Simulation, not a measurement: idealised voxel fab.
Process module heading - voxel double patterning
Cross-sectional view cut (width: 215 nm; square cell size: 5 nm).
A cross-section is a grid of square cells, given in bands from the top down. A band is one or more rows of cells.
Basically the band line says how high the top is and how high the bottom is, in nm, and then what's in it from left to right, every material with its width in nm. Empty space shows up as "air", and if a single material carries "all across" it runs the full band edge to edge.
The level at which height equals 0 is the one under which the wafer, as it arrives, is entirely one material. No lower edge exists for the bottom band, which continues downward and is notated as in "from 0 down".
Read "30..40" as a graded width: first number on top, second number at the bottom, same change between each pair of neighbouring rows.
The designation "changes: none", where it is given for a processing step, indicates that no cell of the cross-section was altered in the course of that step.
In the "Trapped voids" entry, you get each enclosed empty space of 8 cells or more, one with no open way to the top, written width x height at distance, distance from the left edge, in nm.
Whatever follows a step's settings on its line is a remark the simulator itself makes about that step.
Regarding "overlay nm": on a step with a mask, it is the distance the mask lay to the right of its planned place; a negative value places it to the left.

Set out below are the planned steps of the process
1. RECEIVE: material Si
2. CONFORMAL_DEP: material SiO2, thk nm 10
3. DIRECTIONAL_DEP: material polySi, thk nm 10
4. DIRECTIONAL_DEP: material SiCN, thk nm 5
5. PATTERN: tone open, mask id FIRST, material resist, width nm 15, pitch nm 50, thk nm 15, overlay nm 0
6. DIRECTIONAL_ETCH: etch materials SiCN, depth nm 5
7. STRIP: etch materials resist
8. PATTERN: tone open, mask id SECOND, material resist, width nm 15, thk nm 20, overlay nm 0
9. DIRECTIONAL_ETCH: etch materials SiCN, depth nm 5
10. STRIP: etch materials resist
11. DIRECTIONAL_ETCH: etch materials polySi, depth nm 10
12. STRIP: etch materials SiCN
Among the wafers covered here, the point of difference is the width nm at step 8; their starting state is shared, and the plan presents the value of the first wafer.

Here's the first of the wafers in cross-section, just as we got it, i.e. after step 1
- from 0 down: Si all across
- Trapped voids: none

Cross-section after step 12, the final step of the module, for the first of several wafers
- from 20 to 10: polySi=75, air=15, polySi=10, air=15, polySi=10, air=15, polySi=75
- from 10 to 0: SiO2 all across
- from 0 down: Si all across
- Trapped voids: none

Cross-section, module end, final of several wafers
- from 20 to 10: polySi=75, air=15, polySi=5, air=45, polySi=75
- from 10 to 0: SiO2 all across
- from 0 down: Si all across
- Trapped voids: none

Tabulated below, wafer by wafer, are the end-of-module results: for each material, the number of cells gained (+) or lost (-) relative to the as-received state, followed by the closed voids
width nm 15 | +86 SiO2 | +68 polySi | Trapped voids: none
width nm 20 | +86 SiO2 | +66 polySi | Trapped voids: none
width nm 25 | +86 SiO2 | +64 polySi | Trapped voids: none
width nm 30 | +86 SiO2 | +62 polySi | Trapped voids: none
